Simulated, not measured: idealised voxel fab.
Presented below is a process module, voxel tone inversion.
Xsec cut, 225 nm wide, square cell size 5 nm.
For the purposes of this document, a cross-section shall be understood as a grid of square cells, specified as bands listed in top-to-bottom order, each band consisting of one or more rows of cells.
In this notation a band is specified by the heights of its top and bottom, in that order and in nm, after which its materials appear from left to right, each paired with its width in nm. The word "full width" attached to a single material means that material fills the band from edge to edge; the word "air" stands for empty space.
It should be noted that heights are counted from 0, beneath which the wafer as supplied is of one material throughout, and that the lowest band possesses no lower boundary but continues downward, as written in "from 0 down".
The expression "30..40" gives the width at the extremes of the band, the first number at its top row of cells and the second at its bottom row, with the width changing by equal amounts from each row to the next in between.
Basically "no alteration" means that step didn't change any cell in the cross-section.
"closed voids" enumerates empty spaces isolated from the top, with no open way to it, that contain at least 8 cells, giving each as width x height at distance from the left edge, all three in nm.
Post-settings text on a step line: simulator's own remark regarding the step.
A step's line can hold "overlay nm"; with a mask on that step, the setting says how far right of the planned place the mask lay, while a negative setting says it lay to the left.

PROCESS STEPS FORESEEN IN THE PLAN
1 RECEIVE with material Si
2 CONFORMAL_DEP with material SiN, thk nm 5
3 DIRECTIONAL_DEP with material polySi, thk nm 20
4 PATTERN with tone cover, mask id POSTS, material resist, width nm 25, pitch nm 40, thk nm 30, overlay nm 0
5 DIRECTIONAL_ETCH with etch materials polySi, depth nm 20
6 STRIP with etch materials resist
7 FILL_DEP with material lowk, thk nm 10
8 CMP with height nm 25
9 STRIP with etch materials polySi

AS RECEIVED (POST STEP 1): CROSS-SECTION
- from 0 down | Si full width
- closed voids: none

WAFER CROSS-SECTION AT END OF MODULE: START AND PLAN AS SHOWN ABOVE, ONE EXECUTION ERROR
- from 25 to 5 | lowk: 45; air: 20; lowk: 20; air: 20; lowk: 20; air: 20; lowk: 20; air: 20; lowk: 40
- from 5 to 0 | SiN full width
- from 0 down | Si full width
- closed voids: none
Deviation from plan: step 4 went in with a setting other than planned; the actual run was PATTERN with tone cover, mask id POSTS, material resist, width nm 20, pitch nm 40, thk nm 30, overlay nm 0
